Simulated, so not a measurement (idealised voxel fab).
process module | voxel wiring stack
cross-section cut | 255 nm wide | cells 5 nm
A cross-section is a grid of square cells, given in bands from the top down. A band is one or more rows of cells.
Each band's line starts with the height of the band's top and of its bottom, in nm. Then come its materials from left to right, each with its width in nm. One material with "throughout" fills the band from edge to edge. "air" is empty space.
Height 0 is the level under which the wafer as received is all one material. The lowest band goes on downwards, as in "0 down".
A width such as "30 to 40" changes by the same amount from each row of cells to the next, from the band's top row to its bottom row.
"no change" after a step means that no cell of the cross-section changed.
closed voids: empty space of 8 cells or more with no open way to the top, each as width x height at its distance from the left edge, in nm
after a step's settings: what the simulator itself notes on the step
overlay nm, on a step with a mask: how far to the right of its planned place the mask lay; to the left if negative
plan
1 op RECEIVE | material Si
2 op CONFORMAL_DEP | material SiO2 | thk nm 10
3 op CONFORMAL_DEP | material SiCN | thk nm 5
4 op DIRECTIONAL_DEP | material SiO2 | thk nm 15
5 op MASKED_ETCH | tone open | mask id METAL_1 | width nm 20 | pitch nm 50 | etch materials SiO2 | depth nm 15 | overlay nm 0
6 op MASKED_ETCH | tone open | mask id METAL_1 | width nm 20 | pitch nm 50 | etch materials SiCN | depth nm 5 | overlay nm 0
7 op CONFORMAL_DEP | material TiN | thk nm 5
8 op FILL_DEP | material Cu | thk nm 10
9 op CMP | height nm 30
10 op CONFORMAL_DEP | material SiCN | thk nm 5
11 op DIRECTIONAL_DEP | material SiO2 | thk nm 15
12 op MASKED_ETCH | tone open | mask id PLUG_1 | width nm 15 | pitch nm 100 | etch materials SiO2 | depth nm 15 | overlay nm 0
13 op MASKED_ETCH | tone open | mask id PLUG_1 | width nm 15 | pitch nm 100 | etch materials SiCN | depth nm 5 | overlay nm 0
14 op EPI | material Ru | thk nm 10
15 op EPI | material Ru | thk nm 10
16 op DIRECTIONAL_DEP | material TiN | thk nm 5
17 op DIRECTIONAL_DEP | material Ru | thk nm 20
18 op MASKED_ETCH | tone cover | mask id METAL_2 | width nm 20 | pitch nm 50 | etch materials Ru | depth nm 20 | overlay nm 0
19 op MASKED_ETCH | tone cover | mask id METAL_2 | width nm 20 | pitch nm 50 | etch materials TiN | depth nm 5 | overlay nm 0
20 op FILL_DEP | material lowk | thk nm 5
21 op CMP | height nm 75
22 op CONFORMAL_DEP | material SiCN | thk nm 5
as received, after step 1
  0 down: Si throughout
  closed voids: none
a wafer at the end: this start, this plan, one mistake
  80 to 75: SiCN throughout
  75 to 65: lowk 40 | Ru 20 | lowk 30 | Ru 20 | lowk 30 | Ru 20 | lowk 30 | Ru 20 | lowk 45
  65 to 60: lowk 40 | TiN 20 | lowk 30 | Ru 20 | lowk 30 | TiN 20 | lowk 30 | Ru 20 | lowk 45
  60 to 55: lowk 30 | Ru 35 | lowk 25 | Ru 20 | lowk 20 | Ru 35 | lowk 25 | Ru 20 | lowk 45
  55 to 50: lowk 30 | Ru 35 | lowk 25 | TiN 20 | lowk 20 | Ru 35 | lowk 25 | TiN 20 | lowk 45
  50 to 35: SiO2 40 | Ru 15 | SiO2 85 | Ru 15 | SiO2 100
  35 to 30: SiCN 40 | Ru 15 | SiCN 85 | Ru 15 | SiCN 100
  30 to 15: SiO2 40 | TiN 5 | Cu 10 | TiN 5 | SiO2 30 | TiN 5 | Cu 10 | TiN 5 | SiO2 30 | TiN 5 | Cu 10 | TiN 5 | SiO2 30 | TiN 5 | Cu 10 | TiN 5 | SiO2 45
  15 to 10: SiCN 40 | TiN 20 | SiCN 30 | TiN 20 | SiCN 30 | TiN 20 | SiCN 30 | TiN 20 | SiCN 45
  10 to 0: SiO2 throughout
  0 down: Si throughout
  closed voids: none
what went wrong: one of the steps 14 and 15, which are alike, was run twice
